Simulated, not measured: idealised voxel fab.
This is a process module. Its name is voxel ribs on slabs.
We display cut, a cross-section 265 nm in width whose square cells are each 5 nm.
For the purposes of this document, a cross-section shall be understood as a grid of square cells, specified as bands listed in top-to-bottom order, each band consisting of one or more rows of cells.
Per band: top height and bottom height in nm, followed by the left-to-right materials and their widths in nm; "throughout" marks a single material spanning edge to edge, "air" marks empty space.
Height 0 is the level under which the wafer as received is all one material. The lowest band goes on downwards, as in "0..down".
The notation "30->40" denotes a width that varies across the rows of cells in the band, beginning at the first number in the top row, finishing at the second number in the bottom row, and changing by an identical amount from each row to the next.
"changes: none" for a step: no cell of the cross-section changed in that step.
Closed empty spaces (no open way to the top) of 8 cells or more are what "Sealed void inventory" lists, each as width x height at distance from the left edge, nm for all three.
What comes after the settings on a step's line is commentary from the simulator itself on that step.
When a step includes a mask, the "overlay nm" setting on its line states how far to the right of its planned place that mask lay, and negative values state how far to the left.
**This section lists the process steps that were planned**
1) RECEIVE | material Si
2) DIRECTIONAL_DEP | material SiO2 | thk nm 30
3) DIRECTIONAL_DEP | material SiN | thk nm 20
4) PATTERN | tone cover | mask id RIB | material resist | width nm 25 | thk nm 15 | overlay nm 0
5) DIRECTIONAL_ETCH | etch materials SiN | depth nm 5
6) STRIP | etch materials resist
7) PATTERN | tone cover | mask id SLAB | material resist | width nm 85 | thk nm 15 | overlay nm 0
8) DIRECTIONAL_ETCH | etch materials SiN | depth nm 15
9) STRIP | etch materials resist
10) FILL_DEP | material SiO2 | thk nm 20
11) CMP | height nm 60
12) DIRECTIONAL_DEP | material W | thk nm 5
13) DIRECTIONAL_DEP | material aC | thk nm 15
14) PATTERN | tone cover | mask id HEATER | material resist | width nm 35 | thk nm 30 | overlay nm 0
15) DIRECTIONAL_ETCH | etch materials aC | depth nm 15
16) STRIP | etch materials resist
17) DIRECTIONAL_ETCH | etch materials W | depth nm 5
18) STRIP | etch materials aC
19) CONFORMAL_DEP | material SiN | thk nm 10
**Wafer, first of two, run as planned**
**Cross-section, incoming material, after step 1**
    0..down = Si throughout
    Sealed void inventory: none
**You're looking at a cross-section of the wafer after step 2**
    30..0 = SiO2 throughout
    Nothing below the height 0 has changed.
**You're looking at a cross-section of the wafer after step 3**
    50..30 = SiN throughout
    Nothing below the height 30 has changed.
**You're looking at a cross-section of the wafer after step 4**
    65..50 = air 120 nm, then resist 25 nm, then air 120 nm
    Nothing below the height 50 has changed.
**You're looking at a cross-section of the wafer after step 5**
    65..50 = air 120 nm, then resist 25 nm, then air 120 nm
    50..45 = air 120 nm, then SiN 25 nm, then air 120 nm
    Nothing below the height 45 has changed.
**You're looking at a cross-section of the wafer after step 6**
    50..45 = air 120 nm, then SiN 25 nm, then air 120 nm
    Nothing below the height 45 has changed.
**You're looking at a cross-section of the wafer after step 7**
    65..50 = air 90 nm, then resist 85 nm, then air 90 nm
    50..45 = air 90 nm, then resist 30 nm, then SiN 25 nm, then resist 30 nm, then air 90 nm
    Nothing below the height 45 has changed.
**You're looking at a cross-section of the wafer after step 8**
    65..50 = air 90 nm, then resist 85 nm, then air 90 nm
    50..45 = air 90 nm, then resist 30 nm, then SiN 25 nm, then resist 30 nm, then air 90 nm
    45..30 = air 90 nm, then SiN 85 nm, then air 90 nm
    Nothing below the height 30 has changed.
**You're looking at a cross-section of the wafer after step 9**
    50..45 = air 120 nm, then SiN 25 nm, then air 120 nm
    Nothing below the height 45 has changed.
**You're looking at a cross-section of the wafer after step 10**
    70..50 = SiO2 throughout
    50..45 = SiO2 120 nm, then SiN 25 nm, then SiO2 120 nm
    45..30 = SiO2 90 nm, then SiN 85 nm, then SiO2 90 nm
    Nothing below the height 30 has changed.
**You're looking at a cross-section of the wafer after step 11**
    60..50 = SiO2 throughout
    Nothing below the height 50 has changed.
**You're looking at a cross-section of the wafer after step 12**
    65..60 = W throughout
    Nothing below the height 60 has changed.
**You're looking at a cross-section of the wafer after step 13**
    80..65 = aC throughout
    Nothing below the height 65 has changed.
**You're looking at a cross-section of the wafer after step 14**
    110..80 = air 115 nm, then resist 35 nm, then air 115 nm
    Nothing below the height 80 has changed.
**You're looking at a cross-section of the wafer after step 15**
    95..80 = air 115 nm, then resist 35 nm, then air 115 nm
    80..65 = air 115 nm, then aC 35 nm, then air 115 nm
    Nothing below the height 65 has changed.
**You're looking at a cross-section of the wafer after step 16**
    80..65 = air 115 nm, then aC 35 nm, then air 115 nm
    Nothing below the height 65 has changed.
**You're looking at a cross-section of the wafer after step 17**
    80..65 = air 115 nm, then aC 35 nm, then air 115 nm
    65..60 = air 115 nm, then W 35 nm, then air 115 nm
    Nothing below the height 60 has changed.
**You're looking at a cross-section of the wafer after step 18**
    65..60 = air 115 nm, then W 35 nm, then air 115 nm
    Nothing below the height 60 has changed.
**You're looking at a cross-section of the wafer after step 19**
    75..70 = air 105 nm, then SiN 55 nm, then air 105 nm
    70..65 = SiN throughout
    65..60 = SiN 115 nm, then W 35 nm, then SiN 115 nm
    Nothing below the height 60 has changed.
**The Second Wafer: Common Origin and Plan, One Mistake in Execution, Identical to the First Through Step 11**
**when step 12 should have ended**
    75..60 = W throughout
    Nothing below the height 60 has changed.
**when step 13 should have ended**
    90..75 = aC throughout
    Nothing below the height 75 has changed.
**when step 14 should have ended**
    120..90 = air 115 nm, then resist 35 nm, then air 115 nm
    Nothing below the height 90 has changed.
**when step 15 should have ended**
    105..90 = air 115 nm, then resist 35 nm, then air 115 nm
    90..75 = air 115 nm, then aC 35 nm, then air 115 nm
    Nothing below the height 75 has changed.
**when step 16 should have ended**
    90..75 = air 115 nm, then aC 35 nm, then air 115 nm
    Nothing below the height 75 has changed.
**when step 17 should have ended**
    90..75 = air 115 nm, then aC 35 nm, then air 115 nm
    75..70 = air 115 nm, then W 35 nm, then air 115 nm
    Nothing below the height 70 has changed.
**when step 18 should have ended**
    75..70 = air 115 nm, then W 35 nm, then air 115 nm
    Nothing below the height 70 has changed.
**when step 19 should have ended**
    85..80 = air 105 nm, then SiN 55 nm, then air 105 nm
    80..75 = SiN throughout
    75..70 = SiN 115 nm, then W 35 nm, then SiN 115 nm
    Nothing below the height 70 has changed.
Where did the run depart from the plan? step 12, actual vs plan mismatch, actual run DIRECTIONAL_DEP | material W | thk nm 15
The final cell counts differ between the wafers, with the second having more or fewer of some materials than the first: W: 106 more
